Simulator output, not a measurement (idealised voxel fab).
process module | voxel ribs on slabs
cross-section cut | 225 nm wide | cells 5 nm
A cross-section is a grid of square cells, given in bands from the top down. A band is one or more rows of cells.
Each band's line starts with the height of the band's top and of its bottom, in nm. Then come its materials from left to right, each with its width in nm. One material with "throughout" fills the band from edge to edge. "air" is empty space.
Height 0 is the level under which the wafer as received is all one material. The lowest band goes on downwards, as in "0 down".
A width such as "30 to 40" changes by the same amount from each row of cells to the next, from the band's top row to its bottom row.
"no change" after a step means that no cell of the cross-section changed.
closed voids: empty space of 8 cells or more with no open way to the top, each as width x height at its distance from the left edge, in nm
after a step's settings: what the simulator itself notes on the step
overlay nm, on a step with a mask: how far to the right of its planned place the mask lay; to the left if negative
plan
1 op RECEIVE | material Si
2 op DIRECTIONAL_DEP | material SiO2 | thk nm 20
3 op DIRECTIONAL_DEP | material SiN | thk nm 15
4 op PATTERN | tone cover | mask id RIB | material resist | width nm 15 | thk nm 20 | overlay nm 0
5 op DIRECTIONAL_ETCH | etch materials SiN | depth nm 10
6 op STRIP | etch materials resist
7 op PATTERN | tone cover | mask id SLAB | material resist | width nm 65 | thk nm 20 | overlay nm 0
8 op DIRECTIONAL_ETCH | etch materials SiN | depth nm 5
9 op STRIP | etch materials resist
10 op FILL_DEP | material SiO2 | thk nm 20
11 op CMP | height nm 50
12 op DIRECTIONAL_DEP | material TiN | thk nm 10
13 op PATTERN | tone cover | mask id HEATER | material resist | width nm 25 | thk nm 15 | overlay nm 0
14 op DIRECTIONAL_ETCH | etch materials TiN | depth nm 10
15 op STRIP | etch materials resist
16 op CONFORMAL_DEP | material SiN | thk nm 10
as received, after step 1
  0 down: Si throughout
  closed voids: none
first wafer at the end, as planned
  70 to 60: air 90 | SiN 45 | air 90
  60 to 50: SiN 100 | TiN 25 | SiN 100
  50 to 35: SiO2 throughout
  35 to 25: SiO2 105 | SiN 15 | SiO2 105
  25 to 20: SiO2 80 | SiN 65 | SiO2 80
  20 to 0: SiO2 throughout
  0 down: Si throughout
  closed voids: none
second wafer at the end: like start, like plan, one mistake
  70 to 60: air 90 | SiN 45 | air 90
  60 to 50: SiN 100 | TiN 25 | SiN 100
  50 to 15: SiO2 throughout
  15 to 0: SiN throughout
  0 down: Si throughout
  closed voids: none
what went wrong: steps 2 and 3 were swapped
at the end the second wafer has, in cells: 116 more of SiN | 116 fewer of SiO2
